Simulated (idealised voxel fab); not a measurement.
Process module, titled voxel wiring stack
This is section cut - it's 250 nm across, gridded in 5 nm square cells.
When this document writes out a cross-section, it uses a grid of square cells and lists it as bands, beginning at the top and moving down, with a band standing for one or more rows of cells.
Look at the band entry: it leads with the top's height and the bottom's height in nm. Then it lists the materials left to right, with a width in nm for each. The word "throughout" on a single material says that material fills the band edge to edge. The word "empty" is empty space.
Beneath 0, the wafer as received is one material, and that level is where height counting begins. The lowest band goes on downward without a bottom; it is written like "0 down".
With a width like "30 to 40", each row of cells in the band differs from the next by the same amount, the top row carrying the first number and the bottom row the second.
"nothing was modified" for a step: no cell of the cross-section changed in that step.
The entry "Cavities, sealed" lists the empty spaces that cover at least 8 cells and have no open path to the top. Each is written as width x height at distance, where the distance is measured from the left edge and all three values are in nm.
Where a step's line continues beyond its settings, the continuation is a remark by the simulator itself on that step.
Steps that use a mask can have "overlay nm" on their line. It says how far the mask sat to the right of where it was meant to be. Negative means to the left.

**Listed below are the process steps as planned**
1,op RECEIVE | material Si
2,op CONFORMAL_DEP | material SiO2 | thk nm 10
3,op DIRECTIONAL_DEP | material TiN | thk nm 5
4,op DIRECTIONAL_DEP | material W | thk nm 25
5,op PATTERN | tone cover | mask id METAL_1 | material resist | width nm 30 | pitch nm 55 | thk nm 20 | overlay nm 0
6,op DIRECTIONAL_ETCH | etch materials W | depth nm 25
7,op DIRECTIONAL_ETCH | etch materials TiN | depth nm 5
8,op STRIP | etch materials resist
9,op CONFORMAL_DEP | material SiN | thk nm 5
10,op FILL_DEP | material SiO2 | thk nm 10
11,op CMP | height nm 40
12,op CONFORMAL_DEP | material SiCN | thk nm 5
13,op DIRECTIONAL_DEP | material SiO2 | thk nm 30
14,op PATTERN | tone open | mask id METAL_2_HOLES | material resist | width nm 15 | pitch nm 55 | thk nm 20 | overlay nm 0
15,op DIRECTIONAL_ETCH | etch materials SiO2 | depth nm 30
16,op STRIP | etch materials resist
17,op PATTERN | tone open | mask id METAL_2 | material resist | width nm 30 | pitch nm 55 | thk nm 20 | overlay nm 0
18,op DIRECTIONAL_ETCH | etch materials SiO2 | depth nm 20
19,op DIRECTIONAL_ETCH | etch materials SiCN | depth nm 5
20,op STRIP | etch materials resist
21,op CONFORMAL_DEP | material TiN | thk nm 5
22,op FILL_DEP | material Ru | thk nm 5
23,op CMP | height nm 75
24,op CONFORMAL_DEP | material SiCN | thk nm 5
25,op DIRECTIONAL_DEP | material SiO2 | thk nm 35
26,op MASKED_ETCH | tone open | mask id METAL_3_HOLES | width nm 15 | pitch nm 55 | etch materials SiO2 | depth nm 35 | overlay nm 0
27,op MASKED_ETCH | tone open | mask id METAL_3 | width nm 30 | pitch nm 55 | etch materials SiO2 | depth nm 20 | overlay nm 0
28,op MASKED_ETCH | tone open | mask id METAL_3 | width nm 30 | pitch nm 55 | etch materials SiCN | depth nm 5 | overlay nm 0
29,op CONFORMAL_DEP | material TiN | thk nm 5
30,op FILL_DEP | material Cu | thk nm 10
31,op CMP | height nm 115
32,op CONFORMAL_DEP | material SiCN | thk nm 5
Wafers differ in thk nm at step 12; plan lists the first wafer's value; identical starting state.

**The as-received cross-section of the first of several wafers corresponds to the state after step 1**
* 0 down = Si throughout
* Cavities, sealed: none

**Once step 32, the last step, is complete, the module is at its end; this is the cross-section of the first of several wafers**
* 120 to 115 = SiCN throughout
* 115 to 100 = SiO2 80 nm; TiN 5 nm; Cu 20 nm; TiN 5 nm; SiO2 25 nm; TiN 5 nm; Cu 20 nm; TiN 5 nm; SiO2 85 nm
* 100 to 95 = SiO2 80 nm; TiN 5 nm; Cu 5 nm; TiN 20 nm; SiO2 25 nm; TiN 5 nm; Cu 5 nm; TiN 20 nm; SiO2 85 nm
* 95 to 80 = SiO2 80 nm; TiN 5 nm; Cu 5 nm; TiN 5 nm; SiO2 40 nm; TiN 5 nm; Cu 5 nm; TiN 5 nm; SiO2 100 nm
* 80 to 75 = SiCN 80 nm; TiN 15 nm; SiCN 40 nm; TiN 15 nm; SiCN 100 nm
* 75 to 60 = SiO2 80 nm; TiN 5 nm; Ru 20 nm; TiN 5 nm; SiO2 25 nm; TiN 5 nm; Ru 20 nm; TiN 5 nm; SiO2 85 nm
* 60 to 55 = SiO2 80 nm; TiN 5 nm; Ru 5 nm; TiN 20 nm; SiO2 25 nm; TiN 5 nm; Ru 5 nm; TiN 20 nm; SiO2 85 nm
* 55 to 45 = SiO2 80 nm; TiN 5 nm; Ru 5 nm; TiN 5 nm; SiO2 40 nm; TiN 5 nm; Ru 5 nm; TiN 5 nm; SiO2 100 nm
* 45 to 40 = SiCN 80 nm; TiN 15 nm; SiCN 40 nm; TiN 15 nm; SiCN 100 nm
* 40 to 15 = SiO2 75 nm; SiN 5 nm; W 30 nm; SiN 5 nm; SiO2 15 nm; SiN 5 nm; W 30 nm; SiN 5 nm; SiO2 80 nm
* 15 to 10 = SiN 80 nm; TiN 30 nm; SiN 25 nm; TiN 30 nm; SiN 85 nm
* 10 to 0 = SiO2 throughout
* 0 down = Si throughout
* Cavities, sealed: none

**Cross-section, last wafer, module completion**
* 120 to 115 = SiCN throughout
* 115 to 100 = SiO2 80 nm; TiN 5 nm; Cu 20 nm; TiN 5 nm; SiO2 25 nm; TiN 5 nm; Cu 20 nm; TiN 5 nm; SiO2 85 nm
* 100 to 95 = SiO2 80 nm; TiN 5 nm; Cu 5 nm; TiN 20 nm; SiO2 25 nm; TiN 5 nm; Cu 5 nm; TiN 20 nm; SiO2 85 nm
* 95 to 80 = SiO2 80 nm; TiN 5 nm; Cu 5 nm; TiN 5 nm; SiO2 40 nm; TiN 5 nm; Cu 5 nm; TiN 5 nm; SiO2 100 nm
* 80 to 75 = SiCN 80 nm; TiN 15 nm; SiCN 40 nm; TiN 15 nm; SiCN 100 nm
* 75 to 70 = SiO2 80 nm; TiN 5 nm; Ru 5 nm; TiN 20 nm; SiO2 25 nm; TiN 5 nm; Ru 5 nm; TiN 20 nm; SiO2 85 nm
* 70 to 60 = SiO2 80 nm; TiN 5 nm; Ru 5 nm; TiN 5 nm; SiO2 40 nm; TiN 5 nm; Ru 5 nm; TiN 5 nm; SiO2 100 nm
* 60 to 55 = SiCN 80 nm; TiN 15 nm; SiCN 40 nm; TiN 15 nm; SiCN 100 nm
* 55 to 40 = SiCN throughout
* 40 to 15 = SiO2 75 nm; SiN 5 nm; W 30 nm; SiN 5 nm; SiO2 15 nm; SiN 5 nm; W 30 nm; SiN 5 nm; SiO2 80 nm
* 15 to 10 = SiN 80 nm; TiN 30 nm; SiN 25 nm; TiN 30 nm; SiN 85 nm
* 10 to 0 = SiO2 throughout
* 0 down = Si throughout
* Cavities, sealed: none

**Per wafer (row), end of module: delta in cells per material since receipt, (+) for gained, (-) for lost; closed voids after that**
thk nm 5; +32 Cu; +30 Ru; +138 SiCN; +58 SiN; +794 SiO2; +88 TiN; +60 W; Cavities, sealed: none
thk nm 10; +32 Cu; +22 Ru; +188 SiCN; +58 SiN; +756 SiO2; +84 TiN; +60 W; Cavities, sealed: none
thk nm 15; +32 Cu; +14 Ru; +238 SiCN; +58 SiN; +718 SiO2; +80 TiN; +60 W; Cavities, sealed: none
thk nm 20; +32 Cu; +6 Ru; +288 SiCN; +58 SiN; +680 SiO2; +76 TiN; +60 W; Cavities, sealed: none
